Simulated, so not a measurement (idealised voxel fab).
Proc. module: voxel transistor to metal
Xsec cut, 195 nm wide, square cell size 5 nm.
The cross-sections in this document take the form of a grid made of square cells. They are written out as bands, in order from top to bottom. Each band consists of one or more rows of cells. In this notation a band is specified by the heights of its top and bottom, in that order and in nm, after which its materials appear from left to right, each paired with its width in nm. The word "throughout" attached to a single material means that material fills the band from edge to edge; the word "blank" stands for empty space. Heights are measured from 0, the level below which the as-received wafer is all one material; the lowest band has no bottom and continues downward, written as in "top 0, no bottom". A width such as "30->40" changes by the same amount from each row of cells to the next, from the band's top row to its bottom row. "no modification" after a step means that no cell of the cross-section changed. "Closed void roster" lists enclosed empty spaces (at least 8 cells, no open path upward to the top), each as width x height at distance from the left edge, in nm. It should be noted that, on the line of a given step, the content following the step's settings is a remark produced by the simulator itself with respect to that step. overlay nm: right-of-plan distance of the mask on a masked step; negative values mean left-of-plan.

**Steps in the process plan**
1) RECEIVE, material Si
2) OXIDIZE, depth nm 5
3) CONFORMAL_DEP, material SiN, thk nm 15
4) MASKED_ETCH, tone cover, mask id ACTIVE, width nm 100, etch materials SiN, depth nm 15, overlay nm 0
5) MASKED_ETCH, tone cover, mask id ACTIVE, width nm 100, etch materials SiO2, depth nm 5, overlay nm 0
6) MASKED_ETCH, tone cover, mask id ACTIVE, width nm 100, etch materials Si, depth nm 35, overlay nm 0
7) OXIDIZE, depth nm 5
8) FILL_DEP, material SiO2, thk nm 10
9) CMP, height nm 15
10) SELECTIVE_ETCH, etch materials SiO2, depth nm 5
11) STRIP, etch materials SiN
12) SELECTIVE_ETCH, etch materials SiO2, depth nm 5
13) OXIDIZE, depth nm 5
14) DIRECTIONAL_DEP, material polySi, thk nm 20
15) DIRECTIONAL_DEP, material SiCN, thk nm 15
16) PATTERN, tone cover, mask id GATE, material resist, width nm 20, thk nm 20, overlay nm 0
17) DIRECTIONAL_ETCH, etch materials SiCN, depth nm 25
18) DIRECTIONAL_ETCH, etch materials polySi, depth nm 30
19) STRIP, etch materials resist
20) CONFORMAL_DEP, material SiO2, thk nm 5
21) DIRECTIONAL_ETCH, etch materials SiO2, depth nm 5
22) CONFORMAL_DEP, material SiN, thk nm 10
23) DIRECTIONAL_ETCH, etch materials SiN, depth nm 10
24) DIRECTIONAL_ETCH, etch materials SiO2, depth nm 5
25) EPI, material nSi, thk nm 5
26) FILL_DEP, material SiO2, thk nm 5
27) CMP, height nm 30
28) DIRECTIONAL_DEP, material SiO2, thk nm 15
29) MASKED_ETCH, tone open, mask id CONTACT, width nm 25, pitch nm 55, etch materials SiO2, depth nm 50, overlay nm 0
30) CONFORMAL_DEP, material TiN, thk nm 5
31) FILL_DEP, material W, thk nm 5
32) CMP, height nm 45
33) DIRECTIONAL_DEP, material TiN, thk nm 5
34) DIRECTIONAL_DEP, material Ru, thk nm 15
35) DIRECTIONAL_DEP, material aC, thk nm 10
36) PATTERN, tone cover, mask id METAL_1, material resist, width nm 15, pitch nm 65, thk nm 30, overlay nm 0
37) DIRECTIONAL_ETCH, etch materials aC, depth nm 10
38) STRIP, etch materials resist
39) DIRECTIONAL_ETCH, etch materials Ru, depth nm 15
40) DIRECTIONAL_ETCH, etch materials TiN, depth nm 5
41) STRIP, etch materials aC
42) CONFORMAL_DEP, material SiCN, thk nm 5
43) FILL_DEP, material lowk, thk nm 5
44) CMP, height nm 65
45) CONFORMAL_DEP, material SiN, thk nm 5

**Received-state cross-section, reflecting completion of step 1**
* top 0, no bottom  Si throughout
* Closed void roster: none

**Post-module cross-section of the first of two wafers (run per plan)**
* top 70, bottom 65  SiN throughout
* top 65, bottom 50  lowk (50)  SiCN (5)  Ru (15)  SiCN (5)  lowk (40)  SiCN (5)  Ru (15)  SiCN (5)  lowk (55)
* top 50, bottom 45  SiCN (55)  TiN (15)  SiCN (50)  TiN (15)  SiCN (60)
* top 45, bottom 35  SiO2 (55)  TiN (5)  W (15)  TiN (5)  SiO2 (30)  TiN (5)  W (15)  TiN (5)  SiO2 (60)
* top 35, bottom 30  SiO2 (55)  TiN (5)  W (5)  TiN (15)  SiO2 (30)  TiN (15)  W (5)  TiN (5)  SiO2 (60)
* top 30, bottom 15  SiO2 (55)  TiN (5)  W (5)  TiN (5)  SiN (10)  SiO2 (5)  SiCN (20)  SiO2 (5)  SiN (10)  TiN (5)  W (5)  TiN (5)  SiO2 (60)
* top 15, bottom 5  SiO2 (55)  TiN (5)  W (5)  TiN (5)  SiN (10)  SiO2 (5)  polySi (20)  SiO2 (5)  SiN (10)  TiN (5)  W (5)  TiN (5)  SiO2 (60)
* top 5, bottom 0  SiO2 (45)  SiN (10)  TiN (5)  W (5)  TiN (5)  SiN (10)  SiO2 (5)  polySi (20)  SiO2 (5)  SiN (10)  TiN (5)  W (5)  TiN (5)  SiN (10)  SiO2 (50)
* top 0, bottom -5  SiO2 (45)  SiN (10)  TiN (15)  SiN (10)  SiO2 (5)  polySi (20)  SiO2 (5)  SiN (10)  TiN (15)  SiN (10)  SiO2 (50)
* top -5, bottom -10  SiO2 (55)  nSi (15)  SiO2 (50)  nSi (15)  SiO2 (60)
* top -10, bottom -45  SiO2 (50)  Si (90)  SiO2 (55)
* top -45, no bottom  Si throughout
* Closed void roster: none

**This cross-section belongs to the second wafer of two at the end of the module; the start and the plan were shared with the first, and the run included one mistake**
* top 70, bottom 65  SiN throughout
* top 65, bottom 50  lowk (55)  SiCN (5)  Ru (15)  SiCN (5)  lowk (40)  SiCN (5)  Ru (15)  SiCN (5)  lowk (50)
* top 50, bottom 45  SiCN (60)  TiN (15)  SiCN (50)  TiN (15)  SiCN (55)
* top 45, bottom 35  SiO2 (55)  TiN (5)  W (15)  TiN (5)  SiO2 (30)  TiN (5)  W (15)  TiN (5)  SiO2 (60)
* top 35, bottom 30  SiO2 (55)  TiN (5)  W (5)  TiN (15)  SiO2 (30)  TiN (15)  W (5)  TiN (5)  SiO2 (60)
* top 30, bottom 15  SiO2 (55)  TiN (5)  W (5)  TiN (5)  SiN (10)  SiO2 (5)  SiCN (20)  SiO2 (5)  SiN (10)  TiN (5)  W (5)  TiN (5)  SiO2 (60)
* top 15, bottom 5  SiO2 (55)  TiN (5)  W (5)  TiN (5)  SiN (10)  SiO2 (5)  polySi (20)  SiO2 (5)  SiN (10)  TiN (5)  W (5)  TiN (5)  SiO2 (60)
* top 5, bottom 0  SiO2 (45)  SiN (10)  TiN (5)  W (5)  TiN (5)  SiN (10)  SiO2 (5)  polySi (20)  SiO2 (5)  SiN (10)  TiN (5)  W (5)  TiN (5)  SiN (10)  SiO2 (50)
* top 0, bottom -5  SiO2 (45)  SiN (10)  TiN (15)  SiN (10)  SiO2 (5)  polySi (20)  SiO2 (5)  SiN (10)  TiN (15)  SiN (10)  SiO2 (50)
* top -5, bottom -10  SiO2 (55)  nSi (15)  SiO2 (50)  nSi (15)  SiO2 (60)
* top -10, bottom -45  SiO2 (50)  Si (90)  SiO2 (55)
* top -45, no bottom  Si throughout
* Closed void roster: none
Which mistake was made when the wafer was run? step 36 was processed under conditions differing from the plan, specifically as PATTERN, tone cover, mask id METAL_1, material resist, width nm 15, pitch nm 65, thk nm 30, overlay nm 5
Matching per-material cell counts, mismatched positions: that is how the second wafer compares with the first at the end.
